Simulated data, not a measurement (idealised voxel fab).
process module | voxel ribs on slabs
cross-section cut | 185 nm wide | cells 5 nm
A cross-section is a grid of square cells, given in bands from the top down. A band is one or more rows of cells.
Each band's line starts with the height of the band's top and of its bottom, in nm. Then come its materials from left to right, each with its width in nm. One material with "throughout" fills the band from edge to edge. "air" is empty space.
Height 0 is the level under which the wafer as received is all one material. The lowest band goes on downwards, as in "0 down".
A width such as "30 to 40" changes by the same amount from each row of cells to the next, from the band's top row to its bottom row.
"no change" after a step means that no cell of the cross-section changed.
closed voids: empty space of 8 cells or more with no open way to the top, each as width x height at its distance from the left edge, in nm
after a step's settings: what the simulator itself notes on the step
overlay nm, on a step with a mask: how far to the right of its planned place the mask lay; to the left if negative
plan
1 op RECEIVE | material Si
2 op DIRECTIONAL_DEP | material SiO2 | thk nm 25
3 op DIRECTIONAL_DEP | material polySi | thk nm 15
4 op PATTERN | tone cover | mask id RIB | material resist | width nm 25 | thk nm 15 | overlay nm 0
5 op DIRECTIONAL_ETCH | etch materials polySi | depth nm 10
6 op STRIP | etch materials resist
7 op MASKED_ETCH | tone cover | mask id SLAB | width nm 65 | etch materials polySi | depth nm 5 | overlay nm 0
8 op FILL_DEP | material SiO2 | thk nm 20
9 op CMP | height nm 50
10 op DIRECTIONAL_DEP | material TiN | thk nm 10
11 op MASKED_ETCH | tone cover | mask id HEATER | width nm 35 | etch materials TiN | depth nm 10 | overlay nm 0
12 op CONFORMAL_DEP | material SiN | thk nm 5
as received, after step 1
  0 down: Si throughout
  closed voids: none
first wafer at the end, as planned
  65 to 60: air 70 | SiN 45 | air 70
  60 to 55: air 70 | SiN 5 | TiN 35 | SiN 5 | air 70
  55 to 50: SiN 75 | TiN 35 | SiN 75
  50 to 40: SiO2 throughout
  40 to 30: SiO2 80 | polySi 25 | SiO2 80
  30 to 25: SiO2 60 | polySi 65 | SiO2 60
  25 to 0: SiO2 throughout
  0 down: Si throughout
  closed voids: none
second wafer at the end: like start, like plan, one mistake
  65 to 60: air 70 | SiN 45 | air 70
  60 to 55: air 70 | SiN 5 | TiN 35 | SiN 5 | air 70
  55 to 50: SiN 75 | TiN 35 | SiN 75
  50 to 40: SiO2 throughout
  40 to 30: SiO2 80 | polySi 25 | SiO2 80
  30 to 25: SiO2 70 | polySi 65 | SiO2 50
  25 to 0: SiO2 throughout
  0 down: Si throughout
  closed voids: none
what went wrong: step 7 ran as: op MASKED_ETCH | tone cover | mask id SLAB | width nm 65 | etch materials polySi | depth nm 5 | overlay nm 10
at the end the second wafer has, in cells: as many of each material as the first, in other places
